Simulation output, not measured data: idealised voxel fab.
The document below concerns the process module designated voxel air gaps.
FYI the section here is cut, 235 nm wide, cells are 5 nm squares.
In this document a cross-section is written as a grid of square cells. It is given as a series of bands, listed from the top down, and a band is one or more rows of cells. Top, bottom (nm), then materials left to right with widths (nm); lone material tagged "all across" fills the whole band edge to edge; "air" = empty space. All heights in this document are referenced to 0, defined as the level beneath which the wafer, as received, consists entirely of one material. The lowest band is not bounded below; it extends indefinitely downward and is written in the form "z 0 and below". Note: "30..40" means the width goes from the first number (top row of the band) to the second number (bottom row) in equal steps per row of cells. It should be understood that the words "no modifications", when stated for a given step, signify that the cross-section underwent no change in any of its cells during that step. Listed in "Sealed void list": every empty space of 8 or more cells without an open way to the top. Form: width x height at distance, the distance being from the left edge, all in nm. On a step's line, text after the settings is the simulator commenting on that step. overlay nm: on a step with a mask, how far right of its planned place the mask lay; negative means left.

**Set out below are the planned steps of the process**
1,RECEIVE (material Si)
2,CONFORMAL_DEP (material SiO2; thk nm 15)
3,CONFORMAL_DEP (material SiN; thk nm 5)
4,DIRECTIONAL_DEP (material lowk; thk nm 35)
5,DIRECTIONAL_DEP (material aC; thk nm 15)
6,PATTERN (tone open; mask id LINES; material resist; width nm 25; pitch nm 50; thk nm 30; overlay nm 0)
7,DIRECTIONAL_ETCH (etch materials aC; depth nm 15)
8,STRIP (etch materials resist)
9,DIRECTIONAL_ETCH (etch materials lowk; depth nm 35)
10,STRIP (etch materials aC)
11,CONFORMAL_DEP (material TiN; thk nm 5)
12,FILL_DEP (material Cu; thk nm 10)
13,CMP (height nm 55)
14,EPI (material Ru; thk nm 10)
15,SELECTIVE_ETCH (etch materials lowk; depth nm 45)
16,CONFORMAL_DEP (material SiCN; thk nm 5)

**Cross-sectional view of the wafer in its as-received condition, corresponding to the state after step 1**
> z 0 and below: Si all across
> Sealed void list: none

**Same starting wafer, same plan as above, one mistake in the execution; this is the cross-section at the end of the module**
> z 85 to 80: SiCN all across
> z 80 to 70: Ru all across
> z 70 to 60: Cu all across
> z 60 to 55: TiN 60 / Cu 15 / TiN 35 / Cu 15 / TiN 35 / Cu 15 / TiN 60
> z 55 to 25: lowk 55 / TiN 5 / Cu 15 / TiN 5 / lowk 25 / TiN 5 / Cu 15 / TiN 5 / lowk 25 / TiN 5 / Cu 15 / TiN 5 / lowk 55
> z 25 to 20: lowk 55 / TiN 25 / lowk 25 / TiN 25 / lowk 25 / TiN 25 / lowk 55
> z 20 to 15: SiN all across
> z 15 to 0: SiO2 all across
> z 0 and below: Si all across
> Sealed void list: none
Error vs. plan: plan step 13: skipped, not run
